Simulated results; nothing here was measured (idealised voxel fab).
The process module that follows is named voxel wiring stack.
The width of the displayed cross-section, cut, is 195 nm; its cells are square, with a size of 5 nm.
Cross-section spec: square-cell grid; bands listed top down; each band is one or more rows.
For a band, the entry starts with two heights in nm, that of the top and then that of the bottom, and carries on with the band's materials in order from left to right, each alongside its width in nm; the word "throughout" beside a single material means it fills the band edge to edge, and "air" means empty space.
Height datum 0, below which the as-received substrate wafer is one material. Lowest band open at the bottom, running downward: "0 and below".
The expression "30->40" gives the width at the extremes of the band, the first number at its top row of cells and the second at its bottom row, with the width changing by equal amounts from each row to the next in between.
Given "nothing altered" for a step, no cell of the cross-section differs between before and after that step.
Empty spaces counting at least 8 cells and having no open way to the top are listed in "Fully enclosed voids". The notation width x height at distance is used for each, the distance being from the left edge and all three values in nm.
The remark found on a step's line after its settings is issued by the simulator itself and pertains to that step.
On any step carrying a mask, the "overlay nm" setting, if present on the step's line, tells how far right of its planned place the mask lay; negative values point to the left.
**Set out below are the planned steps of the process**
| 1 | RECEIVE,material Si |
| 2 | CONFORMAL_DEP,material SiO2,thk nm 10 |
| 3 | DIRECTIONAL_DEP,material TiN,thk nm 5 |
| 4 | DIRECTIONAL_DEP,material Ru,thk nm 20 |
| 5 | PATTERN,tone cover,mask id METAL_1,material resist,width nm 30,pitch nm 45,thk nm 15,overlay nm 0 |
| 6 | DIRECTIONAL_ETCH,etch materials Ru,depth nm 20 |
| 7 | DIRECTIONAL_ETCH,etch materials TiN,depth nm 5 |
| 8 | STRIP,etch materials resist |
| 9 | FILL_DEP,material lowk,thk nm 10 |
| 10 | CMP,height nm 35 |
| 11 | CONFORMAL_DEP,material SiCN,thk nm 5 |
| 12 | DIRECTIONAL_DEP,material lowk,thk nm 20 |
| 13 | DIRECTIONAL_DEP,material aC,thk nm 15 |
| 14 | PATTERN,tone open,mask id PLUG_1,material resist,width nm 15,pitch nm 45,thk nm 35,overlay nm 0 |
| 15 | DIRECTIONAL_ETCH,etch materials aC,depth nm 15 |
| 16 | STRIP,etch materials resist |
| 17 | DIRECTIONAL_ETCH,etch materials lowk,depth nm 20 |
| 18 | DIRECTIONAL_ETCH,etch materials SiCN,depth nm 5 |
| 19 | STRIP,etch materials aC |
| 20 | CONFORMAL_DEP,material TiN,thk nm 5 |
| 21 | FILL_DEP,material Ru,thk nm 10 |
| 22 | CMP,height nm 60 |
| 23 | DIRECTIONAL_DEP,material TiN,thk nm 5 |
| 24 | DIRECTIONAL_DEP,material W,thk nm 15 |
| 25 | PATTERN,tone cover,mask id METAL_2,material resist,width nm 30,pitch nm 45,thk nm 15,overlay nm 0 |
| 26 | DIRECTIONAL_ETCH,etch materials W,depth nm 15 |
| 27 | DIRECTIONAL_ETCH,etch materials TiN,depth nm 5 |
| 28 | STRIP,etch materials resist |
| 29 | FILL_DEP,material lowk,thk nm 10 |
| 30 | CMP,height nm 80 |
| 31 | CONFORMAL_DEP,material SiCN,thk nm 5 |
| 32 | DIRECTIONAL_DEP,material SiO2,thk nm 35 |
| 33 | DIRECTIONAL_DEP,material aC,thk nm 10 |
| 34 | PATTERN,tone open,mask id METAL_3,material resist,width nm 30,pitch nm 45,thk nm 30,overlay nm 0 |
| 35 | DIRECTIONAL_ETCH,etch materials aC,depth nm 10 |
| 36 | STRIP,etch materials resist |
| 37 | DIRECTIONAL_ETCH,etch materials SiO2,depth nm 20 |
| 38 | STRIP,etch materials aC |
| 39 | DIRECTIONAL_DEP,material aC,thk nm 15 |
| 40 | PATTERN,tone open,mask id METAL_3_HOLES,material resist,width nm 15,pitch nm 90,thk nm 30,overlay nm 0 |
| 41 | DIRECTIONAL_ETCH,etch materials aC,depth nm 15 |
| 42 | STRIP,etch materials resist |
| 43 | DIRECTIONAL_ETCH,etch materials SiO2,depth nm 15 |
| 44 | DIRECTIONAL_ETCH,etch materials SiCN,depth nm 5 |
| 45 | STRIP,etch materials aC |
| 46 | CONFORMAL_DEP,material TiN,thk nm 5 |
| 47 | FILL_DEP,material Ru,thk nm 5 |
| 48 | CMP,height nm 120 |
| 49 | CONFORMAL_DEP,material SiCN,thk nm 5 |
**Cross-section: wafer on arrival = after step 1**
- 0 and below | Si throughout
- Fully enclosed voids: none
**The following cross-section depicts the wafer upon conclusion of the module. Processing commenced from the starting condition illustrated above and adhered to the plan illustrated above, save for one mistake in execution**
- 125 down to 120 | SiCN throughout
- 120 down to 105 | SiO2 (15)  TiN (5)  Ru (20)  TiN (5)  SiO2 (15)  TiN (5)  Ru (20)  TiN (5)  SiO2 (15)  TiN (5)  Ru (20)  TiN (5)  SiO2 (15)  TiN (5)  Ru (20)  TiN (5)  SiO2 (15)
- 105 down to 100 | SiO2 (15)  TiN (10)  Ru (5)  TiN (15)  SiO2 (15)  TiN (30)  SiO2 (15)  TiN (10)  Ru (5)  TiN (15)  SiO2 (15)  TiN (30)  SiO2 (15)
- 100 down to 85 | SiO2 (20)  TiN (5)  Ru (5)  TiN (5)  SiO2 (75)  TiN (5)  Ru (5)  TiN (5)  SiO2 (70)
- 85 down to 80 | SiCN (20)  TiN (15)  SiCN (75)  TiN (15)  SiCN (70)
- 80 down to 65 | lowk (15)  W (30)  lowk (15)  W (30)  lowk (15)  W (30)  lowk (15)  W (30)  lowk (15)
- 65 down to 60 | lowk (15)  TiN (30)  lowk (15)  TiN (30)  lowk (15)  TiN (30)  lowk (15)  TiN (30)  lowk (15)
- 60 down to 40 | lowk (15)  TiN (5)  Ru (5)  TiN (5)  lowk (30)  TiN (5)  Ru (5)  TiN (5)  lowk (30)  TiN (5)  Ru (5)  TiN (5)  lowk (30)  TiN (5)  Ru (5)  TiN (5)  lowk (30)
- 40 down to 35 | SiCN (15)  TiN (15)  SiCN (30)  TiN (15)  SiCN (30)  TiN (15)  SiCN (30)  TiN (15)  SiCN (30)
- 35 down to 15 | lowk (15)  Ru (30)  lowk (15)  Ru (30)  lowk (15)  Ru (30)  lowk (15)  Ru (30)  lowk (15)
- 15 down to 10 | lowk (15)  TiN (30)  lowk (15)  TiN (30)  lowk (15)  TiN (30)  lowk (15)  TiN (30)  lowk (15)
- 10 down to 0 | SiO2 throughout
- 0 and below | Si throughout
- Fully enclosed voids: none
what went wrong: step 40 was not run as planned; what actually ran was PATTERN,tone open,mask id METAL_3_HOLES,material resist,width nm 15,pitch nm 90,thk nm 30,overlay nm 5
